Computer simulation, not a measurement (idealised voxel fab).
This is a process module. Its name is voxel capacitor over wiring.
It is cross-section cut that appears here, measuring 240 nm in width, its square cells being 5 nm in size.
When this document writes out a cross-section, it uses a grid of square cells and lists it as bands, beginning at the top and moving down, with a band standing for one or more rows of cells. Within each band entry, the heights of the top and of the bottom of the band appear first, in that order and in nm; the materials of the band then follow from left to right, each with its corresponding width in nm. The designation "throughout" on a single material indicates that it fills the band from edge to edge; the designation "air" indicates empty space. Heights are measured from 0, the level below which the as-received wafer is all one material; the lowest band has no bottom and continues downward, written as in "0..down". Width "30 to 40": first value at the band's top row of cells, second value at its bottom row, equal change from row to row. Where a step carries "same as before", the cross-section came out of it unchanged, cell for cell. Entry "Sealed void inventory". Content: empty spaces with no open connection to the top, size 8 cells or greater. Each: width x height at distance. Distance: from left edge. Unit: nm. It should be noted that, on the line of a given step, the content following the step's settings is a remark produced by the simulator itself with respect to that step. overlay nm: right-of-plan distance of the mask on a masked step; negative values mean left-of-plan. What follows is a series of pairs. Each pair shows a cross-section before one process step and the cross-section after it, and the after view is drawn only down to the lowest band that changed. Beneath each pair is the step that lies between the two, with its settings. Pairs may come from different runs of this module on the same starting wafer, so a pair continues from the one above it only where its entry headed "Pre-step view" says so.
Pre-step view:
- 0..down = Si throughout
- Sealed void inventory: none
Sectional Result:
- 10..0 = SiO2 throughout
- Below 0, the layers are the same as they were.
- Sealed void inventory: none
Between the two cross-sections shown above, the process step is CONFORMAL_DEP [material SiO2] [thk nm 10]
Pre-step view: The initial state for this step is given by the after cross-section of the immediately preceding pair.
Sectional Result:
- 15..10 = SiCN throughout
- Below 10, the layers are the same as they were.
- Sealed void inventory: none
Between the two cross-sections shown above, the process step is CONFORMAL_DEP [material SiCN] [thk nm 5]
Pre-step view: The initial state for this step is given by the after cross-section of the immediately preceding pair.
Sectional Result:
- 30..15 = SiO2 throughout
- Below 15, the layers are the same as they were.
- Sealed void inventory: none
Between the two cross-sections shown above, the process step is DIRECTIONAL_DEP [material SiO2] [thk nm 15]
Pre-step view: The initial state for this step is given by the after cross-section of the immediately preceding pair.
Sectional Result:
- 40..30 = aC throughout
- Below 30, the layers are the same as they were.
- Sealed void inventory: none
Between the two cross-sections shown above, the process step is DIRECTIONAL_DEP [material aC] [thk nm 10]
Pre-step view: The initial state for this step is given by the after cross-section of the immediately preceding pair.
Sectional Result:
- 70..40 = 70 resist | 20 air | 60 resist | 20 air | 70 resist
- Below 40, the layers are the same as they were.
- Sealed void inventory: none
Between the two cross-sections shown above, the process step is PATTERN [tone open] [mask id METAL_1] [material resist] [width nm 20] [pitch nm 80] [thk nm 30] [overlay nm 0]
Pre-step view: The initial state for this step is given by the after cross-section of the immediately preceding pair.
Sectional Result:
- 60..40 = 70 resist | 20 air | 60 resist | 20 air | 70 resist
- 40..30 = 70 aC | 20 air | 60 aC | 20 air | 70 aC
- Below 30, the layers are the same as they were.
- Sealed void inventory: none
Between the two cross-sections shown above, the process step is DIRECTIONAL_ETCH [etch materials aC] [depth nm 10]
Pre-step view: The initial state for this step is given by the after cross-section of the immediately preceding pair.
Sectional Result:
- 40..30 = 70 aC | 20 air | 60 aC | 20 air | 70 aC
- Below 30, the layers are the same as they were.
- Sealed void inventory: none
Between the two cross-sections shown above, the process step is STRIP [etch materials resist]
Pre-step view: The initial state for this step is given by the after cross-section of the immediately preceding pair.
Sectional Result:
- 40..30 = 70 aC | 20 air | 60 aC | 20 air | 70 aC
- 30..15 = 70 SiO2 | 20 air | 60 SiO2 | 20 air | 70 SiO2
- Below 15, the layers are the same as they were.
- Sealed void inventory: none
Between the two cross-sections shown above, the process step is DIRECTIONAL_ETCH [etch materials SiO2] [depth nm 15]
Pre-step view: The initial state for this step is given by the after cross-section of the immediately preceding pair.
Sectional Result:
- 40..30 = 70 aC | 20 air | 60 aC | 20 air | 70 aC
- 30..15 = 70 SiO2 | 20 air | 60 SiO2 | 20 air | 70 SiO2
- 15..10 = 70 SiCN | 20 air | 60 SiCN | 20 air | 70 SiCN
- Below 10, the layers are the same as they were.
- Sealed void inventory: none
Between the two cross-sections shown above, the process step is DIRECTIONAL_ETCH [etch materials SiCN] [depth nm 5]
Pre-step view: The initial state for this step is given by the after cross-section of the immediately preceding pair.
Sectional Result:
- 30..15 = 70 SiO2 | 20 air | 60 SiO2 | 20 air | 70 SiO2
- Below 15, the layers are the same as they were.
- Sealed void inventory: none
Between the two cross-sections shown above, the process step is STRIP [etch materials aC]
Pre-step view: The initial state for this step is given by the after cross-section of the immediately preceding pair.
Sectional Result:
- 35..30 = 75 TiN | 10 air | 70 TiN | 10 air | 75 TiN
- 30..15 = 70 SiO2 | 5 TiN | 10 air | 5 TiN | 60 SiO2 | 5 TiN | 10 air | 5 TiN | 70 SiO2
- 15..10 = 70 SiCN | 20 TiN | 60 SiCN | 20 TiN | 70 SiCN
- Below 10, the layers are the same as they were.
- Sealed void inventory: none
Between the two cross-sections shown above, the process step is CONFORMAL_DEP [material TiN] [thk nm 5]
Pre-step view: The initial state for this step is given by the after cross-section of the immediately preceding pair.
Sectional Result:
- 45..35 = W throughout
- 35..30 = 75 TiN | 10 W | 70 TiN | 10 W | 75 TiN
- 30..15 = 70 SiO2 | 5 TiN | 10 W | 5 TiN | 60 SiO2 | 5 TiN | 10 W | 5 TiN | 70 SiO2
- Below 15, the layers are the same as they were.
- Sealed void inventory: none
Between the two cross-sections shown above, the process step is FILL_DEP [material W] [thk nm 10]
Pre-step view: The initial state for this step is given by the after cross-section of the immediately preceding pair.
Sectional Result:
- 30..15 = 70 SiO2 | 5 TiN | 10 W | 5 TiN | 60 SiO2 | 5 TiN | 10 W | 5 TiN | 70 SiO2
- Below 15, the layers are the same as they were.
- Sealed void inventory: none
Between the two cross-sections shown above, the process step is CMP [height nm 30]
Pre-step view: The initial state for this step is given by the after cross-section of the immediately preceding pair.
Sectional Result:
- 35..30 = 65 air | 30 Ru | 50 air | 30 Ru | 65 air
- Below 30, the layers are the same as they were.
- Sealed void inventory: none
Between the two cross-sections shown above, the process step is EPI [material Ru] [thk nm 5]
Pre-step view: The initial state for this step is given by the after cross-section of the immediately preceding pair.
Sectional Result:
- 40..35 = SiCN throughout
- 35..30 = 65 SiCN | 30 Ru | 50 SiCN | 30 Ru | 65 SiCN
- Below 30, the layers are the same as they were.
- Sealed void inventory: none
Between the two cross-sections shown above, the process step is FILL_DEP [material SiCN] [thk nm 5]
Pre-step view: The initial state for this step is given by the after cross-section of the immediately preceding pair.
Sectional Result:
- 55..40 = lowk throughout
- Below 40, the layers are the same as they were.
- Sealed void inventory: none
Between the two cross-sections shown above, the process step is DIRECTIONAL_DEP [material lowk] [thk nm 15]
Pre-step view: The initial state for this step is given by the after cross-section of the immediately preceding pair.
Sectional Result:
- 55..40 = 75 lowk | 15 air | 150 lowk
- Below 40, the layers are the same as they were.
- Sealed void inventory: none
Between the two cross-sections shown above, the process step is MASKED_ETCH [tone open] [mask id PLUG_1] [width nm 15] [etch materials lowk] [depth nm 15] [overlay nm 0]
Pre-step view: The initial state for this step is given by the after cross-section of the immediately preceding pair.
Sectional Result:
- 55..40 = 75 lowk | 15 air | 150 lowk
- 40..35 = 75 SiCN | 15 air | 150 SiCN
- Below 35, the layers are the same as they were.
- Sealed void inventory: none
Between the two cross-sections shown above, the process step is MASKED_ETCH [tone open] [mask id PLUG_1] [width nm 15] [etch materials SiCN] [depth nm 5] [overlay nm 0]
Pre-step view: The initial state for this step is given by the after cross-section of the immediately preceding pair.
Sectional Result:
- 60..55 = 80 TiN | 5 air | 155 TiN
- 55..40 = 75 lowk | 5 TiN | 5 air | 5 TiN | 150 lowk
- 40..35 = 75 SiCN | 15 TiN | 150 SiCN
- Below 35, the layers are the same as they were.
- Sealed void inventory: none
Between the two cross-sections shown above, the process step is CONFORMAL_DEP [material TiN] [thk nm 5]
Pre-step view: The initial state for this step is given by the after cross-section of the immediately preceding pair.
Sectional Result:
- 65..60 = Ru throughout
- 60..55 = 80 TiN | 5 Ru | 155 TiN
- 55..40 = 75 lowk | 5 TiN | 5 Ru | 5 TiN | 150 lowk
- Below 40, the layers are the same as they were.
- Sealed void inventory: none
Between the two cross-sections shown above, the process step is FILL_DEP [material Ru] [thk nm 5]
Pre-step view: The initial state for this step is given by the after cross-section of the immediately preceding pair.
Sectional Result:
- 55..40 = 75 lowk | 5 TiN | 5 Ru | 5 TiN | 150 lowk
- Below 40, the layers are the same as they were.
- Sealed void inventory: none
Between the two cross-sections shown above, the process step is CMP [height nm 55]
Pre-step view: The initial state for this step is given by the after cross-section of the immediately preceding pair.
Sectional Result:
- 60..55 = TiN throughout
- Below 55, the layers are the same as they were.
- Sealed void inventory: none
Between the two cross-sections shown above, the process step is DIRECTIONAL_DEP [material TiN] [thk nm 5]
Pre-step view: The initial state for this step is given by the after cross-section of the immediately preceding pair.
Sectional Result:
- 65..60 = SiN throughout
- Below 60, the layers are the same as they were.
- Sealed void inventory: none
Between the two cross-sections shown above, the process step is DIRECTIONAL_DEP [material SiN] [thk nm 5]
Pre-step view: The initial state for this step is given by the after cross-section of the immediately preceding pair.
Sectional Result:
- 70..65 = TiN throughout
- Below 65, the layers are the same as they were.
- Sealed void inventory: none
Between the two cross-sections shown above, the process step is DIRECTIONAL_DEP [material TiN] [thk nm 5]
Pre-step view: The initial state for this step is given by the after cross-section of the immediately preceding pair.
Sectional Result:
- 70..65 = 75 air | 65 TiN | 100 air
- Below 65, the layers are the same as they were.
- Sealed void inventory: none
Between the two cross-sections shown above, the process step is MASKED_ETCH [tone cover] [mask id UPPER_PLATE] [width nm 65] [etch materials TiN] [depth nm 5] [overlay nm 0]
Pre-step view: The initial state for this step is given by the after cross-section of the immediately preceding pair.
Sectional Result:
- 70..65 = 75 air | 65 TiN | 100 air
- 65..60 = 75 air | 65 SiN | 100 air
- Below 60, the layers are the same as they were.
- Sealed void inventory: none
Between the two cross-sections shown above, the process step is MASKED_ETCH [tone cover] [mask id UPPER_PLATE] [width nm 65] [etch materials SiN] [depth nm 5] [overlay nm 0]
Pre-step view: The initial state for this step is given by the after cross-section of the immediately preceding pair.
Sectional Result:
- 85..75 = 75 air | 65 aC | 100 air
- 75..70 = aC throughout
- 70..65 = 75 aC | 65 TiN | 100 aC
- 65..60 = 75 aC | 65 SiN | 100 aC
- Below 60, the layers are the same as they were.
- Sealed void inventory: none
Between the two cross-sections shown above, the process step is DIRECTIONAL_DEP [material aC] [thk nm 15]
Pre-step view: The initial state for this step is given by the after cross-section of the immediately preceding pair.
Sectional Result:
- 115..85 = 70 air | 75 resist | 95 air
- 85..75 = 70 air | 5 resist | 65 aC | 5 resist | 95 air
- Below 75, the layers are the same as they were.
- Sealed void inventory: none
Between the two cross-sections shown above, the process step is PATTERN [tone cover] [mask id LOWER_PLATE] [material resist] [width nm 75] [thk nm 30] [overlay nm 0]
Pre-step view: The initial state for this step is given by the after cross-section of the immediately preceding pair.
Sectional Result:
- 100..85 = 70 air | 75 resist | 95 air
- 85..75 = 70 air | 5 resist | 65 aC | 5 resist | 95 air
- 75..70 = 70 air | 75 aC | 95 air
- 70..65 = 70 air | 5 aC | 65 TiN | 5 aC | 95 air
- 65..60 = 70 air | 5 aC | 65 SiN | 5 aC | 95 air
- Below 60, the layers are the same as they were.
- Sealed void inventory: none
Between the two cross-sections shown above, the process step is DIRECTIONAL_ETCH [etch materials aC] [depth nm 15]
Pre-step view: The initial state for this step is given by the after cross-section of the immediately preceding pair.
Sectional Result:
- 85..75 = 75 air | 65 aC | 100 air
- Below 75, the layers are the same as they were.
- Sealed void inventory: none
Between the two cross-sections shown above, the process step is STRIP [etch materials resist]
Pre-step view: The initial state for this step is given by the after cross-section of the immediately preceding pair.
Sectional Result:
- 85..75 = 75 air | 65 aC | 100 air
- 75..70 = 70 air | 75 aC | 95 air
- 70..65 = 70 air | 5 aC | 65 TiN | 5 aC | 95 air
- 65..60 = 70 air | 5 aC | 65 SiN | 5 aC | 95 air
- 60..55 = 70 air | 75 TiN | 95 air
- Below 55, the layers are the same as they were.
- Sealed void inventory: none
Between the two cross-sections shown above, the process step is DIRECTIONAL_ETCH [etch materials TiN] [depth nm 5]
Pre-step view: The initial state for this step is given by the after cross-section of the immediately preceding pair.
Sectional Result:
- 70..65 = 75 air | 65 TiN | 100 air
- 65..60 = 75 air | 65 SiN | 100 air
- Below 60, the layers are the same as they were.
- Sealed void inventory: none
Between the two cross-sections shown above, the process step is STRIP [etch materials aC]
Pre-step view: The initial state for this step is given by the after cross-section of the immediately preceding pair.
Sectional Result:
- 90..70 = SiO2 throughout
- 70..65 = 75 SiO2 | 65 TiN | 100 SiO2
- 65..60 = 75 SiO2 | 65 SiN | 100 SiO2
- 60..55 = 70 SiO2 | 75 TiN | 95 SiO2
- Below 55, the layers are the same as they were.
- Sealed void inventory: none
Between the two cross-sections shown above, the process step is FILL_DEP [material SiO2] [thk nm 20]
Pre-step view: The initial state for this step is given by the after cross-section of the immediately preceding pair.
Sectional Result:
- 85..70 = SiO2 throughout
- Below 70, the layers are the same as they were.
- Sealed void inventory: none
Between the two cross-sections shown above, the process step is CMP [height nm 85]
Pre-step view: The initial state for this step is given by the after cross-section of the immediately preceding pair.
Sectional Result:
- 100..85 = 85 resist | 15 air | 140 resist
- Below 85, the layers are the same as they were.
- Sealed void inventory: none
Between the two cross-sections shown above, the process step is PATTERN [tone open] [mask id PLUG_2] [material resist] [width nm 15] [thk nm 15] [overlay nm 0]
Pre-step view: The initial state for this step is given by the after cross-section of the immediately preceding pair.
Sectional Result:
- 100..85 = 85 resist | 15 air | 140 resist
- 85..70 = 85 SiO2 | 15 air | 140 SiO2
- Below 70, the layers are the same as they were.
- Sealed void inventory: none
Between the two cross-sections shown above, the process step is DIRECTIONAL_ETCH [etch materials SiO2] [depth nm 15]
Pre-step view: The initial state for this step is given by the after cross-section of the immediately preceding pair.
Sectional Result:
- 85..70 = 85 SiO2 | 15 air | 140 SiO2
- Below 70, the layers are the same as they were.
- Sealed void inventory: none
Between the two cross-sections shown above, the process step is STRIP [etch materials resist]
Pre-step view: The initial state for this step is given by the after cross-section of the immediately preceding pair.
Sectional Result:
- 90..85 = 90 TiN | 5 air | 145 TiN
- 85..75 = 85 SiO2 | 5 TiN | 5 air | 5 TiN | 140 SiO2
- 75..65 = 85 to 75 SiO2 | 15 to 65 TiN | 140 to 100 SiO2
- Below 65, the layers are the same as they were.
- Sealed void inventory: none
Between the two cross-sections shown above, the process step is CONFORMAL_DEP [material TiN] [thk nm 5]
Pre-step view: The initial state for this step is given by the after cross-section of the immediately preceding pair.
Sectional Result:
- 100..90 = Cu throughout
- 90..85 = 90 TiN | 5 Cu | 145 TiN
- 85..75 = 85 SiO2 | 5 TiN | 5 Cu | 5 TiN | 140 SiO2
- Below 75, the layers are the same as they were.
- Sealed void inventory: none
Between the two cross-sections shown above, the process step is FILL_DEP [material Cu] [thk nm 10]
Pre-step view: The initial state for this step is given by the after cross-section of the immediately preceding pair.
Sectional Result:
- 85..75 = 85 SiO2 | 5 TiN | 5 Cu | 5 TiN | 140 SiO2
- Below 75, the layers are the same as they were.
- Sealed void inventory: none
Between the two cross-sections shown above, the process step is CMP [height nm 85]
Pre-step view: The initial state for this step is given by the after cross-section of the immediately preceding pair.
Sectional Result:
- 90..85 = SiCN throughout
- Below 85, the layers are the same as they were.
- Sealed void inventory: none
Between the two cross-sections shown above, the process step is CONFORMAL_DEP [material SiCN] [thk nm 5]
Pre-step view:
- 45..35 = W throughout
- 35..30 = 75 TiN | 10 W | 70 TiN | 10 W | 75 TiN
- 30..15 = 70 SiO2 | 5 TiN | 10 W | 5 TiN | 60 SiO2 | 5 TiN | 10 W | 5 TiN | 70 SiO2
- 15..10 = 70 SiCN | 20 TiN | 60 SiCN | 20 TiN | 70 SiCN
- 10..0 = SiO2 throughout
- 0..down = Si throughout
- Sealed void inventory: none
Sectional Result:
- 50..45 = Ru throughout
- Below 45, the layers are the same as they were.
- Sealed void inventory: none
Between the two cross-sections shown above, the process step is EPI [material Ru] [thk nm 5]
Pre-step view: The initial state for this step is given by the after cross-section of the immediately preceding pair.
Sectional Result:
- 55..50 = SiCN throughout
- Below 50, the layers are the same as they were.
- Sealed void inventory: none
Between the two cross-sections shown above, the process step is FILL_DEP [material SiCN] [thk nm 5]
Pre-step view: The initial state for this step is given by the after cross-section of the immediately preceding pair.
Sectional Result:
- 70..55 = lowk throughout
- Below 55, the layers are the same as they were.
- Sealed void inventory: none
Between the two cross-sections shown above, the process step is DIRECTIONAL_DEP [material lowk] [thk nm 15]
Pre-step view: The initial state for this step is given by the after cross-section of the immediately preceding pair.
Sectional Result:
- 70..55 = 75 lowk | 15 air | 150 lowk
- Below 55, the layers are the same as they were.
- Sealed void inventory: none
Between the two cross-sections shown above, the process step is MASKED_ETCH [tone open] [mask id PLUG_1] [width nm 15] [etch materials lowk] [depth nm 15] [overlay nm 0]
Pre-step view: The initial state for this step is given by the after cross-section of the immediately preceding pair.
Sectional Result:
- 70..55 = 75 lowk | 15 air | 150 lowk
- 55..50 = 75 SiCN | 15 air | 150 SiCN
- Below 50, the layers are the same as they were.
- Sealed void inventory: none
Between the two cross-sections shown above, the process step is MASKED_ETCH [tone open] [mask id PLUG_1] [width nm 15] [etch materials SiCN] [depth nm 5] [overlay nm 0]
Pre-step view: The initial state for this step is given by the after cross-section of the immediately preceding pair.
Sectional Result:
- 75..70 = 80 TiN | 5 air | 155 TiN
- 70..55 = 75 lowk | 5 TiN | 5 air | 5 TiN | 150 lowk
- 55..50 = 75 SiCN | 15 TiN | 150 SiCN
- Below 50, the layers are the same as they were.
- Sealed void inventory: none
Between the two cross-sections shown above, the process step is CONFORMAL_DEP [material TiN] [thk nm 5]
Pre-step view: The initial state for this step is given by the after cross-section of the immediately preceding pair.
Sectional Result:
- 80..75 = Ru throughout
- 75..70 = 80 TiN | 5 Ru | 155 TiN
- 70..55 = 75 lowk | 5 TiN | 5 Ru | 5 TiN | 150 lowk
- Below 55, the layers are the same as they were.
- Sealed void inventory: none
Between the two cross-sections shown above, the process step is FILL_DEP [material Ru] [thk nm 5]
Pre-step view: The initial state for this step is given by the after cross-section of the immediately preceding pair.
Sectional Result:
- 55..50 = 75 SiCN | 15 TiN | 150 SiCN
- Below 50, the layers are the same as they were.
- Sealed void inventory: none
Between the two cross-sections shown above, the process step is CMP [height nm 55]
Pre-step view: The initial state for this step is given by the after cross-section of the immediately preceding pair.
Sectional Result:
- 60..55 = TiN throughout
- Below 55, the layers are the same as they were.
- Sealed void inventory: none
Between the two cross-sections shown above, the process step is DIRECTIONAL_DEP [material TiN] [thk nm 5]
Pre-step view: The initial state for this step is given by the after cross-section of the immediately preceding pair.
Sectional Result:
- 65..60 = SiN throughout
- Below 60, the layers are the same as they were.
- Sealed void inventory: none
Between the two cross-sections shown above, the process step is DIRECTIONAL_DEP [material SiN] [thk nm 5]
Pre-step view: The initial state for this step is given by the after cross-section of the immediately preceding pair.
Sectional Result:
- 70..65 = TiN throughout
- Below 65, the layers are the same as they were.
- Sealed void inventory: none
Between the two cross-sections shown above, the process step is DIRECTIONAL_DEP [material TiN] [thk nm 5]
Pre-step view: The initial state for this step is given by the after cross-section of the immediately preceding pair.
Sectional Result:
- 70..65 = 75 air | 65 TiN | 100 air
- Below 65, the layers are the same as they were.
- Sealed void inventory: none
Between the two cross-sections shown above, the process step is MASKED_ETCH [tone cover] [mask id UPPER_PLATE] [width nm 65] [etch materials TiN] [depth nm 5] [overlay nm 0]
Pre-step view: The initial state for this step is given by the after cross-section of the immediately preceding pair.
Sectional Result:
- 70..65 = 75 air | 65 TiN | 100 air
- 65..60 = 75 air | 65 SiN | 100 air
- Below 60, the layers are the same as they were.
- Sealed void inventory: none
Between the two cross-sections shown above, the process step is MASKED_ETCH [tone cover] [mask id UPPER_PLATE] [width nm 65] [etch materials SiN] [depth nm 5] [overlay nm 0]
Pre-step view: The initial state for this step is given by the after cross-section of the immediately preceding pair.
Sectional Result:
- 85..75 = 75 air | 65 aC | 100 air
- 75..70 = aC throughout
- 70..65 = 75 aC | 65 TiN | 100 aC
- 65..60 = 75 aC | 65 SiN | 100 aC
- Below 60, the layers are the same as they were.
- Sealed void inventory: none
Between the two cross-sections shown above, the process step is DIRECTIONAL_DEP [material aC] [thk nm 15]
Pre-step view: The initial state for this step is given by the after cross-section of the immediately preceding pair.
Sectional Result:
- 115..85 = 70 air | 75 resist | 95 air
- 85..75 = 70 air | 5 resist | 65 aC | 5 resist | 95 air
- Below 75, the layers are the same as they were.
- Sealed void inventory: none
Between the two cross-sections shown above, the process step is PATTERN [tone cover] [mask id LOWER_PLATE] [material resist] [width nm 75] [thk nm 30] [overlay nm 0]
Pre-step view: The initial state for this step is given by the after cross-section of the immediately preceding pair.
Sectional Result:
- 100..85 = 70 air | 75 resist | 95 air
- 85..75 = 70 air | 5 resist | 65 aC | 5 resist | 95 air
- 75..70 = 70 air | 75 aC | 95 air
- 70..65 = 70 air | 5 aC | 65 TiN | 5 aC | 95 air
- 65..60 = 70 air | 5 aC | 65 SiN | 5 aC | 95 air
- Below 60, the layers are the same as they were.
- Sealed void inventory: none
Between the two cross-sections shown above, the process step is DIRECTIONAL_ETCH [etch materials aC] [depth nm 15]
Pre-step view: The initial state for this step is given by the after cross-section of the immediately preceding pair.
Sectional Result:
- 85..75 = 75 air | 65 aC | 100 air
- Below 75, the layers are the same as they were.
- Sealed void inventory: none
Between the two cross-sections shown above, the process step is STRIP [etch materials resist]
Pre-step view: The initial state for this step is given by the after cross-section of the immediately preceding pair.
Sectional Result:
- 85..75 = 75 air | 65 aC | 100 air
- 75..70 = 70 air | 75 aC | 95 air
- 70..65 = 70 air | 5 aC | 65 TiN | 5 aC | 95 air
- 65..60 = 70 air | 5 aC | 65 SiN | 5 aC | 95 air
- 60..55 = 70 air | 75 TiN | 95 air
- Below 55, the layers are the same as they were.
- Sealed void inventory: none
Between the two cross-sections shown above, the process step is DIRECTIONAL_ETCH [etch materials TiN] [depth nm 5]
Pre-step view: The initial state for this step is given by the after cross-section of the immediately preceding pair.
Sectional Result:
- 70..65 = 75 air | 65 TiN | 100 air
- 65..60 = 75 air | 65 SiN | 100 air
- Below 60, the layers are the same as they were.
- Sealed void inventory: none
Between the two cross-sections shown above, the process step is STRIP [etch materials aC]
Pre-step view: The initial state for this step is given by the after cross-section of the immediately preceding pair.
Sectional Result:
- 90..70 = SiO2 throughout
- 70..65 = 75 SiO2 | 65 TiN | 100 SiO2
- 65..60 = 75 SiO2 | 65 SiN | 100 SiO2
- 60..55 = 70 SiO2 | 75 TiN | 95 SiO2
- Below 55, the layers are the same as they were.
- Sealed void inventory: none
Between the two cross-sections shown above, the process step is FILL_DEP [material SiO2] [thk nm 20]
Pre-step view: The initial state for this step is given by the after cross-section of the immediately preceding pair.
Sectional Result:
- 85..70 = SiO2 throughout
- Below 70, the layers are the same as they were.
- Sealed void inventory: none
Between the two cross-sections shown above, the process step is CMP [height nm 85]
Pre-step view: The initial state for this step is given by the after cross-section of the immediately preceding pair.
Sectional Result:
- 100..85 = 85 resist | 15 air | 140 resist
- Below 85, the layers are the same as they were.
- Sealed void inventory: none
Between the two cross-sections shown above, the process step is PATTERN [tone open] [mask id PLUG_2] [material resist] [width nm 15] [thk nm 15] [overlay nm 0]
Pre-step view: The initial state for this step is given by the after cross-section of the immediately preceding pair.
Sectional Result:
- 100..85 = 85 resist | 15 air | 140 resist
- 85..70 = 85 SiO2 | 15 air | 140 SiO2
- Below 70, the layers are the same as they were.
- Sealed void inventory: none
Between the two cross-sections shown above, the process step is DIRECTIONAL_ETCH [etch materials SiO2] [depth nm 15]
Pre-step view: The initial state for this step is given by the after cross-section of the immediately preceding pair.
Sectional Result:
- 85..70 = 85 SiO2 | 15 air | 140 SiO2
- Below 70, the layers are the same as they were.
- Sealed void inventory: none
Between the two cross-sections shown above, the process step is STRIP [etch materials resist]
Pre-step view: The initial state for this step is given by the after cross-section of the immediately preceding pair.
Sectional Result:
- 90..85 = 90 TiN | 5 air | 145 TiN
- 85..75 = 85 SiO2 | 5 TiN | 5 air | 5 TiN | 140 SiO2
- 75..65 = 85 to 75 SiO2 | 15 to 65 TiN | 140 to 100 SiO2
- Below 65, the layers are the same as they were.
- Sealed void inventory: none
Between the two cross-sections shown above, the process step is CONFORMAL_DEP [material TiN] [thk nm 5]
Pre-step view: The initial state for this step is given by the after cross-section of the immediately preceding pair.
Sectional Result:
- 100..90 = Cu throughout
- 90..85 = 90 TiN | 5 Cu | 145 TiN
- 85..75 = 85 SiO2 | 5 TiN | 5 Cu | 5 TiN | 140 SiO2
- Below 75, the layers are the same as they were.
- Sealed void inventory: none
Between the two cross-sections shown above, the process step is FILL_DEP [material Cu] [thk nm 10]
Pre-step view: The initial state for this step is given by the after cross-section of the immediately preceding pair.
Sectional Result:
- 85..75 = 85 SiO2 | 5 TiN | 5 Cu | 5 TiN | 140 SiO2
- Below 75, the layers are the same as they were.
- Sealed void inventory: none
Between the two cross-sections shown above, the process step is CMP [height nm 85]
Pre-step view: The initial state for this step is given by the after cross-section of the immediately preceding pair.
Sectional Result:
- 90..85 = SiCN throughout
- Below 85, the layers are the same as they were.
- Sealed void inventory: none
Between the two cross-sections shown above, the process step is CONFORMAL_DEP [material SiCN] [thk nm 5]
Pre-step view:
- 55..40 = 75 lowk | 5 TiN | 5 Ru | 5 TiN | 150 lowk
- 40..35 = 75 SiCN | 15 TiN | 150 SiCN
- 35..30 = 65 SiCN | 30 Ru | 50 SiCN | 30 Ru | 65 SiCN
- 30..15 = 70 SiO2 | 5 TiN | 10 W | 5 TiN | 60 SiO2 | 5 TiN | 10 W | 5 TiN | 70 SiO2
- 15..10 = 70 SiCN | 20 TiN | 60 SiCN | 20 TiN | 70 SiCN
- 10..0 = SiO2 throughout
- 0..down = Si throughout
- Sealed void inventory: none
Sectional Result:
- 60..55 = SiN throughout
- Below 55, the layers are the same as they were.
- Sealed void inventory: none
Between the two cross-sections shown above, the process step is DIRECTIONAL_DEP [material SiN] [thk nm 5]
Pre-step view: The initial state for this step is given by the after cross-section of the immediately preceding pair.
Sectional Result:
- 65..60 = TiN throughout
- Below 60, the layers are the same as they were.
- Sealed void inventory: none
Between the two cross-sections shown above, the process step is DIRECTIONAL_DEP [material TiN] [thk nm 5]
Pre-step view: The initial state for this step is given by the after cross-section of the immediately preceding pair.
Sectional Result:
- 70..60 = TiN throughout
- Below 60, the layers are the same as they were.
- Sealed void inventory: none
Between the two cross-sections shown above, the process step is DIRECTIONAL_DEP [material TiN] [thk nm 5]
Pre-step view: The initial state for this step is given by the after cross-section of the immediately preceding pair.
Sectional Result:
- 70..65 = 75 air | 65 TiN | 100 air
- Below 65, the layers are the same as they were.
- Sealed void inventory: none
Between the two cross-sections shown above, the process step is MASKED_ETCH [tone cover] [mask id UPPER_PLATE] [width nm 65] [etch materials TiN] [depth nm 5] [overlay nm 0]
Pre-step view: The initial state for this step is given by the after cross-section of the immediately preceding pair.
Sectional Result:
- 85..80 = 75 air | 65 aC | 100 air
- 80..70 = aC throughout
- 70..65 = 75 aC | 65 TiN | 100 aC
- Below 65, the layers are the same as they were.
- Sealed void inventory: none
Between the two cross-sections shown above, the process step is DIRECTIONAL_DEP [material aC] [thk nm 15]
Pre-step view: The initial state for this step is given by the after cross-section of the immediately preceding pair.
Sectional Result:
- 115..85 = 70 air | 75 resist | 95 air
- 85..80 = 70 air | 5 resist | 65 aC | 5 resist | 95 air
- Below 80, the layers are the same as they were.
- Sealed void inventory: none
Between the two cross-sections shown above, the process step is PATTERN [tone cover] [mask id LOWER_PLATE] [material resist] [width nm 75] [thk nm 30] [overlay nm 0]
Pre-step view: The initial state for this step is given by the after cross-section of the immediately preceding pair.
Sectional Result:
- 100..85 = 70 air | 75 resist | 95 air
- 85..80 = 70 air | 5 resist | 65 aC | 5 resist | 95 air
- 80..70 = 70 air | 75 aC | 95 air
- 70..65 = 70 air | 5 aC | 65 TiN | 5 aC | 95 air
- Below 65, the layers are the same as they were.
- Sealed void inventory: none
Between the two cross-sections shown above, the process step is DIRECTIONAL_ETCH [etch materials aC] [depth nm 15]
Pre-step view: The initial state for this step is given by the after cross-section of the immediately preceding pair.
Sectional Result:
- 85..80 = 75 air | 65 aC | 100 air
- Below 80, the layers are the same as they were.
- Sealed void inventory: none
Between the two cross-sections shown above, the process step is STRIP [etch materials resist]
Pre-step view: The initial state for this step is given by the after cross-section of the immediately preceding pair.
Sectional Result:
- 85..80 = 75 air | 65 aC | 100 air
- 80..70 = 70 air | 75 aC | 95 air
- 70..65 = 70 air | 5 aC | 65 TiN | 5 aC | 95 air
- 65..60 = 70 air | 75 TiN | 95 air
- Below 60, the layers are the same as they were.
- Sealed void inventory: none
Between the two cross-sections shown above, the process step is DIRECTIONAL_ETCH [etch materials TiN] [depth nm 5]
Pre-step view: The initial state for this step is given by the after cross-section of the immediately preceding pair.
Sectional Result:
- 70..60 = 75 to 70 air | 65 to 75 TiN | 100 to 95 air
- Below 60, the layers are the same as they were.
- Sealed void inventory: none
Between the two cross-sections shown above, the process step is STRIP [etch materials aC]
Pre-step view: The initial state for this step is given by the after cross-section of the immediately preceding pair.
Sectional Result:
- 90..70 = SiO2 throughout
- 70..60 = 75 to 70 SiO2 | 65 to 75 TiN | 100 to 95 SiO2
- Below 60, the layers are the same as they were.
- Sealed void inventory: none
Between the two cross-sections shown above, the process step is FILL_DEP [material SiO2] [thk nm 20]
Pre-step view: The initial state for this step is given by the after cross-section of the immediately preceding pair.
Sectional Result:
- 85..70 = SiO2 throughout
- Below 70, the layers are the same as they were.
- Sealed void inventory: none
Between the two cross-sections shown above, the process step is CMP [height nm 85]
Pre-step view: The initial state for this step is given by the after cross-section of the immediately preceding pair.
Sectional Result:
- 100..85 = 85 resist | 15 air | 140 resist
- Below 85, the layers are the same as they were.
- Sealed void inventory: none
Between the two cross-sections shown above, the process step is PATTERN [tone open] [mask id PLUG_2] [material resist] [width nm 15] [thk nm 15] [overlay nm 0]
Pre-step view: The initial state for this step is given by the after cross-section of the immediately preceding pair.
Sectional Result:
- 100..85 = 85 resist | 15 air | 140 resist
- 85..70 = 85 SiO2 | 15 air | 140 SiO2
- Below 70, the layers are the same as they were.
- Sealed void inventory: none
Between the two cross-sections shown above, the process step is DIRECTIONAL_ETCH [etch materials SiO2] [depth nm 15]
